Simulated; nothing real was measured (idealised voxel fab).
Herein follows the process module entitled voxel lift off.
Section shown: cut. Width: 150 nm. Cell size: 5 nm, square.
Each cross-section below is a grid of square cells, stated as bands in top-down order, with one or more rows of cells making up each band.
The entry gives the band's vertical extent as a top height and a bottom height in nm, then its horizontal make-up as materials from left to right, each with a width in nm. "blank" stands for empty space; a single material marked "all across" fills the band edge to edge.
Height reference: 0 = level under which incoming wafer is all one material. Lowest band: no bottom, runs on downward, e.g. "0 down".
Think of "30 to 40" as a width that walks from the first number to the second as you go down the band, top row to bottom row, taking equal-sized steps from row to row.
No cell of the cross-section changed in a step that is given as "no alteration".
"Closed voids list" contains a list of empty spaces, each no smaller than 8 cells and without an open way to the top, written in the form width x height at distance with the distance from the left edge and all three in nm.
Note: text after step settings on the step line = simulator remark on that step.
A step's line can hold "overlay nm"; with a mask on that step, the setting says how far right of the planned place the mask lay, while a negative setting says it lay to the left.

Intended process steps:
1 RECEIVE with material Si
2 CONFORMAL_DEP with material SiO2, thk nm 15
3 PATTERN with tone open, mask id LINES, material resist, width nm 25, pitch nm 45, thk nm 20, overlay nm 0
4 DIRECTIONAL_DEP with material Ru, thk nm 5
5 STRIP with etch materials resist
6 CONFORMAL_DEP with material SiN, thk nm 5

So this is the incoming wafer in cross-section - it's already been through step 1:
> 0 down = Si all across
> Closed voids list: none

Final cross-section, module run with one mistake (start and plan as above):
> 35 to 30 = blank=25 | SiN=100 | blank=25
> 30 to 20 = SiN all across
> 20 to 15 = SiN=40 | Ru=25 | SiN=20 | Ru=25 | SiN=40
> 15 to 0 = SiO2 all across
> 0 down = Si all across
> Closed voids list: none
In executing the process, a mistake was made relative to the plan: step 6 was not run as planned; what actually ran was CONFORMAL_DEP with material SiN, thk nm 15
